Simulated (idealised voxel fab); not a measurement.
Herein follows the process module entitled voxel air gaps.
The cross-section on display is named cut; it measures 270 nm wide, and its cells are 5 nm squares.
Throughout this document, each cross-section is represented as a grid of square cells and is presented as a sequence of bands enumerated from the top downward, where a band comprises one or more rows of cells.
The band entry comprises the height of the band's top followed by the height of its bottom, expressed in nm, and subsequently the band's materials from left to right, each stated together with its width in nm. Where a single material is marked with the word "full width", that material fills the band from edge to edge. The word "air" represents empty space.
Ref level 0: as-received wafer is one material below here. Bottom band extends down with no lower bound ("0 and below").
Quick explanation for "30..40": the width changes in equal steps down the rows of cells, from the first number in the band's top row to the second number in its bottom row.
Any step labelled "stayed the same" changed none of the cells in the cross-section.
Empty spaces without an open route to the top, at least 8 cells in extent, make up the entry "Completely enclosed voids"; each is given as width x height at distance, where the distance is measured from the left edge, and all are in nm.
Step line, after settings: the simulator's comment on this step.
overlay nm: for a step with a mask, the amount by which the mask lay right of where it was planned; a negative amount means left of it.

Planned process steps
| 1 | RECEIVE with material Si |
| 2 | CONFORMAL_DEP with material SiO2, thk nm 15 |
| 3 | CONFORMAL_DEP with material SiN, thk nm 5 |
| 4 | DIRECTIONAL_DEP with material lowk, thk nm 30 |
| 5 | PATTERN with tone open, mask id LINES, material resist, width nm 25, pitch nm 50, thk nm 15, overlay nm 0 |
| 6 | DIRECTIONAL_ETCH with etch materials lowk, depth nm 30 |
| 7 | STRIP with etch materials resist |
| 8 | CONFORMAL_DEP with material TiN, thk nm 5 |
| 9 | FILL_DEP with material Cu, thk nm 10 |
| 10 | CMP with height nm 50 |
| 11 | EPI with material Ru, thk nm 10 |
| 12 | SELECTIVE_ETCH with etch materials lowk, depth nm 40 |
| 13 | CONFORMAL_DEP with material SiCN, thk nm 5 |

This is the cross-section of the wafer as we received it, i.e. after step 1
    0 and below: Si full width
    Completely enclosed voids: none

Starting wafer: above. Plan: above. Run: one mistake. Cross-section after the module: below
    65 down to 60: 30 air  205 SiCN  35 air
    60 down to 50: 30 air  5 SiCN  45 Ru  5 SiCN  45 Ru  5 SiCN  45 Ru  5 SiCN  45 Ru  5 SiCN  35 air
    50 down to 45: 30 air  15 SiCN  5 TiN  15 Cu  5 TiN  25 SiCN  5 TiN  15 Cu  5 TiN  25 SiCN  5 TiN  15 Cu  5 TiN  25 SiCN  5 TiN  15 Cu  5 TiN  15 SiCN  35 air
    45 down to 40: 40 air  5 SiCN  5 TiN  15 Cu  5 TiN  5 SiCN  15 air  5 SiCN  5 TiN  15 Cu  5 TiN  5 SiCN  15 air  5 SiCN  5 TiN  15 Cu  5 TiN  5 SiCN  15 air  5 SiCN  5 TiN  15 Cu  5 TiN  5 SiCN  45 air
    40 down to 35: 45 SiCN  25 TiN  25 SiCN  25 TiN  25 SiCN  25 TiN  25 SiCN  25 TiN  50 SiCN
    35 down to 30: SiN full width
    30 down to 0: SiO2 full width
    0 and below: Si full width
    Completely enclosed voids: none
Finding, execution versus plan: regarding the plan, step 2 was run twice
